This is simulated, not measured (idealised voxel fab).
Herein follows the process module entitled voxel wiring stack.
Pictured: cross-section cut, 285 nm wide, on a grid of 5 nm square cells.
Square cells in a grid make up a cross-section in this document, and the grid is given as bands, listed from the top down, each one or more rows of cells. Band: top and bottom heights (nm) first, top before bottom; then materials from left to right, widths in nm. "everywhere" marks a sole material filling the band edge to edge. "air" denotes empty space. All heights in this document are referenced to 0, defined as the level beneath which the wafer, as received, consists entirely of one material. The lowest band is not bounded below; it extends indefinitely downward and is written in the form "0 and below". Graded width ("30->40"): value in top row of band = first number; value in bottom row = second number; row-to-row change constant. What does "changes: none" mean for a step? It means no cell of the cross-section changed in that step. Entry "Closed void inventory". Content: empty spaces with no open connection to the top, size 8 cells or greater. Each: width x height at distance. Distance: from left edge. Unit: nm. Post-settings text on a step line: simulator's own remark regarding the step. "overlay nm" denotes, for a step that has a mask, the displacement of the mask to the right of its planned place, with negative values corresponding to the left.
[The steps planned for the process are as follows]
1: RECEIVE | material Si
2: CONFORMAL_DEP | material SiO2 | thk nm 15
3: CONFORMAL_DEP | material SiN | thk nm 5
4: DIRECTIONAL_DEP | material SiO2 | thk nm 20
5: DIRECTIONAL_DEP | material aC | thk nm 15
6: PATTERN | tone open | mask id METAL_1 | material resist | width nm 25 | pitch nm 50 | thk nm 35 | overlay nm 0
7: DIRECTIONAL_ETCH | etch materials aC | depth nm 15
8: STRIP | etch materials resist
9: DIRECTIONAL_ETCH | etch materials SiO2 | depth nm 20
10: DIRECTIONAL_ETCH | etch materials SiN | depth nm 5
11: STRIP | etch materials aC
12: CONFORMAL_DEP | material TiN | thk nm 5
13: FILL_DEP | material W | thk nm 5
14: CMP | height nm 40
15: EPI | material Ru | thk nm 5
16: FILL_DEP | material SiCN | thk nm 5
17: DIRECTIONAL_DEP | material SiO2 | thk nm 15
18: PATTERN | tone open | mask id PLUG_1 | material resist | width nm 15 | pitch nm 50 | thk nm 20 | overlay nm 0
19: DIRECTIONAL_ETCH | etch materials SiO2 | depth nm 15
20: DIRECTIONAL_ETCH | etch materials SiCN | depth nm 5
21: STRIP | etch materials resist
22: CONFORMAL_DEP | material TiN | thk nm 5
23: FILL_DEP | material Ru | thk nm 10
24: CMP | height nm 65
25: CONFORMAL_DEP | material SiN | thk nm 5
26: DIRECTIONAL_DEP | material lowk | thk nm 20
27: MASKED_ETCH | tone open | mask id METAL_2 | width nm 25 | pitch nm 50 | etch materials lowk | depth nm 20 | overlay nm 0
28: MASKED_ETCH | tone open | mask id METAL_2 | width nm 25 | pitch nm 50 | etch materials SiN | depth nm 5 | overlay nm 0
29: CONFORMAL_DEP | material TiN | thk nm 5
30: FILL_DEP | material Cu | thk nm 5
31: CMP | height nm 90
32: CONFORMAL_DEP | material SiCN | thk nm 5
[Delivered wafer in cross-section: state after step 1]
    0 and below: Si everywhere
    Closed void inventory: none
[Cross-section, end of module. Start: as above. Plan: as above. Execution: one mistake]
    95 down to 90: SiCN everywhere
    90 down to 75: lowk=80, TiN=5, Cu=15, TiN=5, lowk=25, TiN=5, Cu=15, TiN=5, lowk=25, TiN=5, Cu=15, TiN=5, lowk=80
    75 down to 70: SiN=80, TiN=25, SiN=25, TiN=25, SiN=25, TiN=25, SiN=80
    70 down to 65: TiN=85, Ru=5, TiN=45, Ru=5, TiN=45, Ru=5, TiN=95
    65 down to 50: SiO2=80, TiN=5, Ru=5, TiN=5, SiO2=35, TiN=5, Ru=5, TiN=5, SiO2=35, TiN=5, Ru=5, TiN=5, SiO2=90
    50 down to 45: SiCN=80, TiN=15, SiCN=35, TiN=15, SiCN=35, TiN=15, SiCN=90
    45 down to 40: SiCN=75, Ru=35, SiCN=15, Ru=35, SiCN=15, Ru=35, SiCN=75
    40 down to 20: SiO2=80, TiN=5, W=15, TiN=5, SiO2=25, TiN=5, W=15, TiN=5, SiO2=25, TiN=5, W=15, TiN=5, SiO2=80
    20 down to 15: SiN=80, TiN=25, SiN=25, TiN=25, SiN=25, TiN=25, SiN=80
    15 down to 0: SiO2 everywhere
    0 and below: Si everywhere
    Closed void inventory: none
Nonconformance to the process plan: step 24 did not happen as planned, as run it was CMP | height nm 70
